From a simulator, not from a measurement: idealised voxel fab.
Process module in this document: voxel gate over fins
Section cut is 220 nm wide and gridded with 5 nm square cells.
Notation: cross-section as square-cell grid; stated in bands, top first, going down; one or more cell rows per band. Quick guide to a band line: top height, bottom height (nm) up front; then every material left to right with its width in nm. Only one material and it's marked "edge to edge"? Then it fills the band edge to edge. And "air" just means empty space. Note: height 0 marks the level under which the wafer is uniformly one material as received. Lowest band unbounded below, written "0 and below". A width such as "30 to 40" changes by the same amount from each row of cells to the next, from the band's top row to its bottom row. It should be understood that the words "changes: none", when stated for a given step, signify that the cross-section underwent no change in any of its cells during that step. Any empty space of 8 cells or more lacking an open way to the top shows up in "Closed cavity list" as width x height at distance, distance from the left edge, in nm. Where a step's line continues beyond its settings, the continuation is a remark by the simulator itself on that step. When a step includes a mask, the "overlay nm" setting on its line states how far to the right of its planned place that mask lay, and negative values state how far to the left.

### List of planned process steps
1. RECEIVE [material Si]
2. CONFORMAL_DEP [material SiN] [thk nm 10]
3. PATTERN [tone cover] [mask id FINS] [material resist] [width nm 15] [pitch nm 50] [thk nm 20] [overlay nm 0]
4. DIRECTIONAL_ETCH [etch materials SiN] [depth nm 10]
5. DIRECTIONAL_ETCH [etch materials Si] [depth nm 40]
6. STRIP [etch materials resist]
7. OXIDIZE [depth nm 5]
8. FILL_DEP [material SiO2] [thk nm 5]
9. CMP [height nm 10]
10. DIRECTIONAL_DEP [material aC] [thk nm 10]
11. PATTERN [tone open] [mask id RAIL] [material resist] [width nm 15] [thk nm 25] [overlay nm 0]
12. DIRECTIONAL_ETCH [etch materials aC] [depth nm 10]
13. STRIP [etch materials resist]
14. DIRECTIONAL_ETCH [etch materials SiO2] [depth nm 45]
15. STRIP [etch materials aC]
16. CONFORMAL_DEP [material TiN] [thk nm 5]
17. FILL_DEP [material W] [thk nm 10]
18. CMP [height nm 10]
19. SELECTIVE_ETCH [etch materials W Ru TiN] [depth nm 30]
20. FILL_DEP [material SiO2] [thk nm 5]
21. CMP [height nm 10]
22. SELECTIVE_ETCH [etch materials SiO2] [depth nm 20]
23. STRIP [etch materials SiN]
24. CONFORMAL_DEP [material HfO2] [thk nm 5]
25. CONFORMAL_DEP [material TiN] [thk nm 5]
26. FILL_DEP [material W] [thk nm 15]
27. CMP [height nm 20]
28. CONFORMAL_DEP [material SiCN] [thk nm 5]

### First of two wafers - as planned

### Delivered wafer in cross-section: state after step 1
	0 and below = Si edge to edge
	Closed cavity list: none

### Cross-section of the wafer after step 2
	10 down to 0 = SiN edge to edge
	Under 0: no change, same as before.

### Cross-section of the wafer after step 3
	30 down to 10 = 25 nm air  15 nm resist  35 nm air  15 nm resist  35 nm air  15 nm resist  35 nm air  15 nm resist  30 nm air
	Under 10: no change, same as before.

### Cross-section of the wafer after step 4
	30 down to 10 = 25 nm air  15 nm resist  35 nm air  15 nm resist  35 nm air  15 nm resist  35 nm air  15 nm resist  30 nm air
	10 down to 0 = 25 nm air  15 nm SiN  35 nm air  15 nm SiN  35 nm air  15 nm SiN  35 nm air  15 nm SiN  30 nm air
	Under 0: no change, same as before.

### Cross-section of the wafer after step 5
	30 down to 10 = 25 nm air  15 nm resist  35 nm air  15 nm resist  35 nm air  15 nm resist  35 nm air  15 nm resist  30 nm air
	10 down to 0 = 25 nm air  15 nm SiN  35 nm air  15 nm SiN  35 nm air  15 nm SiN  35 nm air  15 nm SiN  30 nm air
	0 down to -40 = 25 nm air  15 nm Si  35 nm air  15 nm Si  35 nm air  15 nm Si  35 nm air  15 nm Si  30 nm air
	Under -40: no change, same as before.

### Cross-section of the wafer after step 6
	10 down to 0 = 25 nm air  15 nm SiN  35 nm air  15 nm SiN  35 nm air  15 nm SiN  35 nm air  15 nm SiN  30 nm air
	Under 0: no change, same as before.

### Cross-section of the wafer after step 7
	10 down to 0 = 25 nm air  15 nm SiN  35 nm air  15 nm SiN  35 nm air  15 nm SiN  35 nm air  15 nm SiN  30 nm air
	0 down to -40 = 25 nm air  5 nm SiO2  5 nm Si  5 nm SiO2  35 nm air  5 nm SiO2  5 nm Si  5 nm SiO2  35 nm air  5 nm SiO2  5 nm Si  5 nm SiO2  35 nm air  5 nm SiO2  5 nm Si  5 nm SiO2  30 nm air
	-40 down to -45 = 30 nm SiO2  5 nm Si  45 nm SiO2  5 nm Si  45 nm SiO2  5 nm Si  45 nm SiO2  5 nm Si  35 nm SiO2
	Under -45: no change, same as before.

### Cross-section of the wafer after step 8
	15 down to 10 = SiO2 edge to edge
	10 down to 0 = 25 nm SiO2  15 nm SiN  35 nm SiO2  15 nm SiN  35 nm SiO2  15 nm SiN  35 nm SiO2  15 nm SiN  30 nm SiO2
	0 down to -45 = 30 nm SiO2  5 nm Si  45 nm SiO2  5 nm Si  45 nm SiO2  5 nm Si  45 nm SiO2  5 nm Si  35 nm SiO2
	Under -45: no change, same as before.

### Cross-section of the wafer after step 9
	10 down to 0 = 25 nm SiO2  15 nm SiN  35 nm SiO2  15 nm SiN  35 nm SiO2  15 nm SiN  35 nm SiO2  15 nm SiN  30 nm SiO2
	Under 0: no change, same as before.

### Cross-section of the wafer after step 10
	20 down to 10 = aC edge to edge
	Under 10: no change, same as before.

### Cross-section of the wafer after step 11
	45 down to 20 = 50 nm resist  15 nm air  155 nm resist
	Under 20: no change, same as before.

### Cross-section of the wafer after step 12
	35 down to 20 = 50 nm resist  15 nm air  155 nm resist
	20 down to 10 = 50 nm aC  15 nm air  155 nm aC
	Under 10: no change, same as before.

### Cross-section of the wafer after step 13
	20 down to 10 = 50 nm aC  15 nm air  155 nm aC
	Under 10: no change, same as before.

### Cross-section of the wafer after step 14
	20 down to 10 = 50 nm aC  15 nm air  155 nm aC
	10 down to 0 = 25 nm SiO2  15 nm SiN  10 nm SiO2  15 nm air  10 nm SiO2  15 nm SiN  35 nm SiO2  15 nm SiN  35 nm SiO2  15 nm SiN  30 nm SiO2
	0 down to -35 = 30 nm SiO2  5 nm Si  15 nm SiO2  15 nm air  15 nm SiO2  5 nm Si  45 nm SiO2  5 nm Si  45 nm SiO2  5 nm Si  35 nm SiO2
	Under -35: no change, same as before.

### Cross-section of the wafer after step 15
	10 down to 0 = 25 nm SiO2  15 nm SiN  10 nm SiO2  15 nm air  10 nm SiO2  15 nm SiN  35 nm SiO2  15 nm SiN  35 nm SiO2  15 nm SiN  30 nm SiO2
	Under 0: no change, same as before.

### Cross-section of the wafer after step 16
	15 down to 10 = 55 nm TiN  5 nm air  160 nm TiN
	10 down to 0 = 25 nm SiO2  15 nm SiN  10 nm SiO2  5 nm TiN  5 nm air  5 nm TiN  10 nm SiO2  15 nm SiN  35 nm SiO2  15 nm SiN  35 nm SiO2  15 nm SiN  30 nm SiO2
	0 down to -30 = 30 nm SiO2  5 nm Si  15 nm SiO2  5 nm TiN  5 nm air  5 nm TiN  15 nm SiO2  5 nm Si  45 nm SiO2  5 nm Si  45 nm SiO2  5 nm Si  35 nm SiO2
	-30 down to -35 = 30 nm SiO2  5 nm Si  15 nm SiO2  15 nm TiN  15 nm SiO2  5 nm Si  45 nm SiO2  5 nm Si  45 nm SiO2  5 nm Si  35 nm SiO2
	Under -35: no change, same as before.

### Cross-section of the wafer after step 17
	25 down to 15 = W edge to edge
	15 down to 10 = 55 nm TiN  5 nm W  160 nm TiN
	10 down to 0 = 25 nm SiO2  15 nm SiN  10 nm SiO2  5 nm TiN  5 nm W  5 nm TiN  10 nm SiO2  15 nm SiN  35 nm SiO2  15 nm SiN  35 nm SiO2  15 nm SiN  30 nm SiO2
	0 down to -30 = 30 nm SiO2  5 nm Si  15 nm SiO2  5 nm TiN  5 nm W  5 nm TiN  15 nm SiO2  5 nm Si  45 nm SiO2  5 nm Si  45 nm SiO2  5 nm Si  35 nm SiO2
	Under -30: no change, same as before.

### Cross-section of the wafer after step 18
	10 down to 0 = 25 nm SiO2  15 nm SiN  10 nm SiO2  5 nm TiN  5 nm W  5 nm TiN  10 nm SiO2  15 nm SiN  35 nm SiO2  15 nm SiN  35 nm SiO2  15 nm SiN  30 nm SiO2
	Under 0: no change, same as before.

### Cross-section of the wafer after step 19
	10 down to 0 = 25 nm SiO2  15 nm SiN  10 nm SiO2  15 nm air  10 nm SiO2  15 nm SiN  35 nm SiO2  15 nm SiN  35 nm SiO2  15 nm SiN  30 nm SiO2
	0 down to -20 = 30 nm SiO2  5 nm Si  15 nm SiO2  15 nm air  15 nm SiO2  5 nm Si  45 nm SiO2  5 nm Si  45 nm SiO2  5 nm Si  35 nm SiO2
	Under -20: no change, same as before.

### Cross-section of the wafer after step 20
	15 down to 10 = SiO2 edge to edge
	10 down to 0 = 25 nm SiO2  15 nm SiN  35 nm SiO2  15 nm SiN  35 nm SiO2  15 nm SiN  35 nm SiO2  15 nm SiN  30 nm SiO2
	0 down to -20 = 30 nm SiO2  5 nm Si  45 nm SiO2  5 nm Si  45 nm SiO2  5 nm Si  45 nm SiO2  5 nm Si  35 nm SiO2
	Under -20: no change, same as before.

### Cross-section of the wafer after step 21
	10 down to 0 = 25 nm SiO2  15 nm SiN  35 nm SiO2  15 nm SiN  35 nm SiO2  15 nm SiN  35 nm SiO2  15 nm SiN  30 nm SiO2
	Under 0: no change, same as before.

### Cross-section of the wafer after step 22
	10 down to 0 = 25 nm air  15 nm SiN  35 nm air  15 nm SiN  35 nm air  15 nm SiN  35 nm air  15 nm SiN  30 nm air
	0 down to -10 = 30 nm air  5 nm Si  45 nm air  5 nm Si  45 nm air  5 nm Si  45 nm air  5 nm Si  35 nm air
	Under -10: no change, same as before.

### Cross-section of the wafer after step 23
	0 down to -10 = 30 nm air  5 nm Si  45 nm air  5 nm Si  45 nm air  5 nm Si  45 nm air  5 nm Si  35 nm air
	Under -10: no change, same as before.

### Cross-section of the wafer after step 24
	5 down to 0 = 25 nm air  15 nm HfO2  35 nm air  15 nm HfO2  35 nm air  15 nm HfO2  35 nm air  15 nm HfO2  30 nm air
	0 down to -5 = 25 nm air  5 nm HfO2  5 nm Si  5 nm HfO2  35 nm air  5 nm HfO2  5 nm Si  5 nm HfO2  35 nm air  5 nm HfO2  5 nm Si  5 nm HfO2  35 nm air  5 nm HfO2  5 nm Si  5 nm HfO2  30 nm air
	-5 down to -10 = 30 nm HfO2  5 nm Si  45 nm HfO2  5 nm Si  45 nm HfO2  5 nm Si  45 nm HfO2  5 nm Si  35 nm HfO2
	Under -10: no change, same as before.

### Cross-section of the wafer after step 25
	10 down to 5 = 20 nm air  25 nm TiN  25 nm air  25 nm TiN  25 nm air  25 nm TiN  25 nm air  25 nm TiN  25 nm air
	5 down to 0 = 20 nm air  5 nm TiN  15 nm HfO2  5 nm TiN  25 nm air  5 nm TiN  15 nm HfO2  5 nm TiN  25 nm air  5 nm TiN  15 nm HfO2  5 nm TiN  25 nm air  5 nm TiN  15 nm HfO2  5 nm TiN  25 nm air
	0 down to -5 = 25 nm TiN  5 nm HfO2  5 nm Si  5 nm HfO2  35 nm TiN  5 nm HfO2  5 nm Si  5 nm HfO2  35 nm TiN  5 nm HfO2  5 nm Si  5 nm HfO2  35 nm TiN  5 nm HfO2  5 nm Si  5 nm HfO2  30 nm TiN
	Under -5: no change, same as before.

### Cross-section of the wafer after step 26
	25 down to 10 = W edge to edge
	10 down to 5 = 20 nm W  25 nm TiN  25 nm W  25 nm TiN  25 nm W  25 nm TiN  25 nm W  25 nm TiN  25 nm W
	5 down to 0 = 20 nm W  5 nm TiN  15 nm HfO2  5 nm TiN  25 nm W  5 nm TiN  15 nm HfO2  5 nm TiN  25 nm W  5 nm TiN  15 nm HfO2  5 nm TiN  25 nm W  5 nm TiN  15 nm HfO2  5 nm TiN  25 nm W
	Under 0: no change, same as before.

### Cross-section of the wafer after step 27
	20 down to 10 = W edge to edge
	Under 10: no change, same as before.

### Cross-section of the wafer after step 28
	25 down to 20 = SiCN edge to edge
	Under 20: no change, same as before.

### Second wafer, same starting state and plan as the first, one mistake in the run, identical through step 21

### Cross-section of the second wafer at the time by which step 22 should have been completed according to the plan
	10 down to 0 = 25 nm air  15 nm SiN  35 nm air  15 nm SiN  35 nm air  15 nm SiN  35 nm air  15 nm SiN  30 nm air
	0 down to -20 = 30 nm air  5 nm Si  45 nm air  5 nm Si  45 nm air  5 nm Si  45 nm air  5 nm Si  35 nm air
	-20 down to -30 = 30 nm air  5 nm Si  15 nm air  5 nm TiN  5 nm W  5 nm TiN  15 nm air  5 nm Si  45 nm air  5 nm Si  45 nm air  5 nm Si  35 nm air
	Under -30: no change, same as before.

### Cross-section of the second wafer at the time by which step 23 should have been completed according to the plan
	0 down to -20 = 30 nm air  5 nm Si  45 nm air  5 nm Si  45 nm air  5 nm Si  45 nm air  5 nm Si  35 nm air
	Under -20: no change, same as before.

### Cross-section of the second wafer at the time by which step 24 should have been completed according to the plan
	5 down to 0 = 25 nm air  15 nm HfO2  35 nm air  15 nm HfO2  35 nm air  15 nm HfO2  35 nm air  15 nm HfO2  30 nm air
	0 down to -15 = 25 nm air  5 nm HfO2  5 nm Si  5 nm HfO2  35 nm air  5 nm HfO2  5 nm Si  5 nm HfO2  35 nm air  5 nm HfO2  5 nm Si  5 nm HfO2  35 nm air  5 nm HfO2  5 nm Si  5 nm HfO2  30 nm air
	-15 down to -20 = 25 nm air  5 nm HfO2  5 nm Si  5 nm HfO2  5 nm air  25 nm HfO2  5 nm air  5 nm HfO2  5 nm Si  5 nm HfO2  35 nm air  5 nm HfO2  5 nm Si  5 nm HfO2  35 nm air  5 nm HfO2  5 nm Si  5 nm HfO2  30 nm air
	-20 down to -25 = 25 nm air  5 nm HfO2  5 nm Si  5 nm HfO2  5 nm air  5 nm HfO2  5 nm TiN  5 nm W  5 nm TiN  5 nm HfO2  5 nm air  5 nm HfO2  5 nm Si  5 nm HfO2  35 nm air  5 nm HfO2  5 nm Si  5 nm HfO2  35 nm air  5 nm HfO2  5 nm Si  5 nm HfO2  30 nm air
	-25 down to -30 = 30 nm HfO2  5 nm Si  15 nm HfO2  5 nm TiN  5 nm W  5 nm TiN  15 nm HfO2  5 nm Si  45 nm HfO2  5 nm Si  45 nm HfO2  5 nm Si  35 nm HfO2
	Under -30: no change, same as before.

### Cross-section of the second wafer at the time by which step 25 should have been completed according to the plan
	10 down to 5 = 20 nm air  25 nm TiN  25 nm air  25 nm TiN  25 nm air  25 nm TiN  25 nm air  25 nm TiN  25 nm air
	5 down to 0 = 20 nm air  5 nm TiN  15 nm HfO2  5 nm TiN  25 nm air  5 nm TiN  15 nm HfO2  5 nm TiN  25 nm air  5 nm TiN  15 nm HfO2  5 nm TiN  25 nm air  5 nm TiN  15 nm HfO2  5 nm TiN  25 nm air
	0 down to -10 = 20 nm air  5 nm TiN  5 nm HfO2  5 nm Si  5 nm HfO2  5 nm TiN  25 nm air  5 nm TiN  5 nm HfO2  5 nm Si  5 nm HfO2  5 nm TiN  25 nm air  5 nm TiN  5 nm HfO2  5 nm Si  5 nm HfO2  5 nm TiN  25 nm air  5 nm TiN  5 nm HfO2  5 nm Si  5 nm HfO2  5 nm TiN  25 nm air
	-10 down to -15 = 20 nm air  5 nm TiN  5 nm HfO2  5 nm Si  5 nm HfO2  35 nm TiN  5 nm HfO2  5 nm Si  5 nm HfO2  5 nm TiN  25 nm air  5 nm TiN  5 nm HfO2  5 nm Si  5 nm HfO2  5 nm TiN  25 nm air  5 nm TiN  5 nm HfO2  5 nm Si  5 nm HfO2  5 nm TiN  25 nm air
	-15 down to -20 = 20 nm air  5 nm TiN  5 nm HfO2  5 nm Si  5 nm HfO2  5 nm TiN  25 nm HfO2  5 nm TiN  5 nm HfO2  5 nm Si  5 nm HfO2  5 nm TiN  25 nm air  5 nm TiN  5 nm HfO2  5 nm Si  5 nm HfO2  5 nm TiN  25 nm air  5 nm TiN  5 nm HfO2  5 nm Si  5 nm HfO2  5 nm TiN  25 nm air
	-20 down to -25 = 25 nm TiN  5 nm HfO2  5 nm Si  5 nm HfO2  5 nm TiN  5 nm HfO2  5 nm TiN  5 nm W  5 nm TiN  5 nm HfO2  5 nm TiN  5 nm HfO2  5 nm Si  5 nm HfO2  35 nm TiN  5 nm HfO2  5 nm Si  5 nm HfO2  35 nm TiN  5 nm HfO2  5 nm Si  5 nm HfO2  30 nm TiN
	Under -25: no change, same as before.

### Cross-section of the second wafer at the time by which step 26 should have been completed according to the plan
	25 down to 10 = W edge to edge
	10 down to 5 = 20 nm W  25 nm TiN  25 nm W  25 nm TiN  25 nm W  25 nm TiN  25 nm W  25 nm TiN  25 nm W
	5 down to 0 = 20 nm W  5 nm TiN  15 nm HfO2  5 nm TiN  25 nm W  5 nm TiN  15 nm HfO2  5 nm TiN  25 nm W  5 nm TiN  15 nm HfO2  5 nm TiN  25 nm W  5 nm TiN  15 nm HfO2  5 nm TiN  25 nm W
	0 down to -10 = 20 nm W  5 nm TiN  5 nm HfO2  5 nm Si  5 nm HfO2  5 nm TiN  25 nm W  5 nm TiN  5 nm HfO2  5 nm Si  5 nm HfO2  5 nm TiN  25 nm W  5 nm TiN  5 nm HfO2  5 nm Si  5 nm HfO2  5 nm TiN  25 nm W  5 nm TiN  5 nm HfO2  5 nm Si  5 nm HfO2  5 nm TiN  25 nm W
	-10 down to -15 = 20 nm W  5 nm TiN  5 nm HfO2  5 nm Si  5 nm HfO2  35 nm TiN  5 nm HfO2  5 nm Si  5 nm HfO2  5 nm TiN  25 nm W  5 nm TiN  5 nm HfO2  5 nm Si  5 nm HfO2  5 nm TiN  25 nm W  5 nm TiN  5 nm HfO2  5 nm Si  5 nm HfO2  5 nm TiN  25 nm W
	-15 down to -20 = 20 nm W  5 nm TiN  5 nm HfO2  5 nm Si  5 nm HfO2  5 nm TiN  25 nm HfO2  5 nm TiN  5 nm HfO2  5 nm Si  5 nm HfO2  5 nm TiN  25 nm W  5 nm TiN  5 nm HfO2  5 nm Si  5 nm HfO2  5 nm TiN  25 nm W  5 nm TiN  5 nm HfO2  5 nm Si  5 nm HfO2  5 nm TiN  25 nm W
	Under -20: no change, same as before.

### Cross-section of the second wafer at the time by which step 27 should have been completed according to the plan
	20 down to 10 = W edge to edge
	Under 10: no change, same as before.

### Cross-section of the second wafer at the time by which step 28 should have been completed according to the plan
	25 down to 20 = SiCN edge to edge
	Under 20: no change, same as before.
Error vs. plan: twice, step 22 of the plan was run
Cell-count delta at end, second wafer over first, by material: HfO2: 36 more | SiO2: 154 fewer | TiN: 32 more | W: 86 more
